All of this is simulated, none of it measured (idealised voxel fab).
Presented below is a process module, voxel self aligned vias.
Square cell edge 5 nm, section width 285 nm, ID cut.
If you're reading a cross-section in this doc, picture square cells in a grid; it comes to you as bands, top ones listed first down to the bottom, and a band can be one or more rows of cells. It is stipulated that each band's entry specify, in nanometres, the height of the top of the band and then that of its bottom, followed by the materials of the band in left-to-right sequence, each together with its width in nanometres. A single material marked by the word "edge to edge" is understood to fill the band from edge to edge; the word "blank" is understood to denote empty space. The reference from which all heights are counted is 0, the level beneath which the as-received wafer is entirely one material; the lowest band, having no lower bound, proceeds downward and is written after the example "0 nm and below". So if you see something like "30..40" for the width, read it as the top row of the band sitting at the first number and the bottom row at the second, with every row in between moving by the same amount as the last. What does "everything unchanged" mean for a step? It means no cell of the cross-section changed in that step. This entry, "Closed void roster", enumerates those empty regions of no fewer than 8 cells that possess no open connection to the top. Each region is reported in the form width x height at distance, the distance being taken from the left edge, with all three quantities expressed in nm. Post-settings text on a step line: simulator's own remark regarding the step. A step's line can hold "overlay nm"; with a mask on that step, the setting says how far right of the planned place the mask lay, while a negative setting says it lay to the left.

This section lists the process steps that were planned
1,RECEIVE with material Si
2,CONFORMAL_DEP with material SiO2, thk nm 15
3,CONFORMAL_DEP with material SiCN, thk nm 5
4,DIRECTIONAL_DEP with material lowk, thk nm 25
5,PATTERN with tone open, mask id LINES, material resist, width nm 30, pitch nm 70, thk nm 20, overlay nm 0
6,DIRECTIONAL_ETCH with etch materials lowk, depth nm 25
7,STRIP with etch materials resist
8,CONFORMAL_DEP with material TiN, thk nm 5
9,FILL_DEP with material Ru, thk nm 10
10,CMP with height nm 45
11,SELECTIVE_ETCH with etch materials W Ru TiN, depth nm 5
12,FILL_DEP with material SiN, thk nm 10
13,CMP with height nm 45
14,DIRECTIONAL_DEP with material lowk, thk nm 20
15,PATTERN with tone open, mask id VIAS, material resist, width nm 40, pitch nm 70, thk nm 15, overlay nm 0
16,DIRECTIONAL_ETCH with etch materials lowk, depth nm 20
17,DIRECTIONAL_ETCH with etch materials SiN, depth nm 5
18,STRIP with etch materials resist
19,CONFORMAL_DEP with material TiN, thk nm 5
20,FILL_DEP with material Cu, thk nm 10
21,CMP with height nm 65
22,CONFORMAL_DEP with material SiN, thk nm 5

Cross-section: wafer on arrival = after step 1
  0 nm and below: Si edge to edge
  Closed void roster: none

a wafer at the end: this start, this plan, one mistake
  70 nm to 65 nm: SiN edge to edge
  65 nm to 50 nm: lowk 85 nm, then TiN 5 nm, then Cu 30 nm, then TiN 5 nm, then lowk 30 nm, then TiN 5 nm, then Cu 30 nm, then TiN 5 nm, then lowk 90 nm
  50 nm to 45 nm: lowk 85 nm, then TiN 10 nm, then Cu 20 nm, then TiN 10 nm, then lowk 30 nm, then TiN 10 nm, then Cu 20 nm, then TiN 10 nm, then lowk 90 nm
  45 nm to 35 nm: lowk 90 nm, then TiN 30 nm, then lowk 40 nm, then TiN 30 nm, then lowk 95 nm
  35 nm to 30 nm: SiCN edge to edge
  30 nm to 0 nm: SiO2 edge to edge
  0 nm and below: Si edge to edge
  Closed void roster: none
Nonconformance to the process plan: plan step 2 was conducted twice
